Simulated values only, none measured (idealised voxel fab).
process module | voxel double patterning
cross-section cut | 250 nm wide | cells 5 nm
A cross-section is a grid of square cells, given in bands from the top down. A band is one or more rows of cells.
Each band's line starts with the height of the band's top and of its bottom, in nm. Then come its materials from left to right, each with its width in nm. One material with "throughout" fills the band from edge to edge. "air" is empty space.
Height 0 is the level under which the wafer as received is all one material. The lowest band goes on downwards, as in "0 down".
A width such as "30 to 40" changes by the same amount from each row of cells to the next, from the band's top row to its bottom row.
"no change" after a step means that no cell of the cross-section changed.
closed voids: empty space of 8 cells or more with no open way to the top, each as width x height at its distance from the left edge, in nm
after a step's settings: what the simulator itself notes on the step
overlay nm, on a step with a mask: how far to the right of its planned place the mask lay; to the left if negative
plan
1 op RECEIVE | material Si
2 op CONFORMAL_DEP | material SiO2 | thk nm 5
3 op DIRECTIONAL_DEP | material polySi | thk nm 10
4 op DIRECTIONAL_DEP | material SiCN | thk nm 10
5 op DIRECTIONAL_DEP | material aC | thk nm 10
6 op PATTERN | tone open | mask id FIRST | material resist | width nm 15 | pitch nm 50 | thk nm 25 | overlay nm 0
7 op DIRECTIONAL_ETCH | etch materials aC | depth nm 10
8 op STRIP | etch materials resist
9 op DIRECTIONAL_ETCH | etch materials SiCN | depth nm 10
10 op STRIP | etch materials aC
11 op PATTERN | tone open | mask id SECOND | material resist | width nm 15 | pitch nm 50 | thk nm 20 | overlay nm 0
12 op DIRECTIONAL_ETCH | etch materials SiCN | depth nm 10
13 op STRIP | etch materials resist
14 op DIRECTIONAL_ETCH | etch materials polySi | depth nm 10
15 op STRIP | etch materials SiCN
as received, after step 1
  0 down: Si throughout
  closed voids: none
a wafer at the end: this start, this plan, one mistake
  15 to 5: air 90 | polySi 15 | air 35 | polySi 15 | air 95
  5 to 0: SiO2 throughout
  0 down: Si throughout
  closed voids: none
what went wrong: step 11 ran as: op PATTERN | tone cover | mask id SECOND | material resist | width nm 15 | pitch nm 50 | thk nm 20 | overlay nm 0
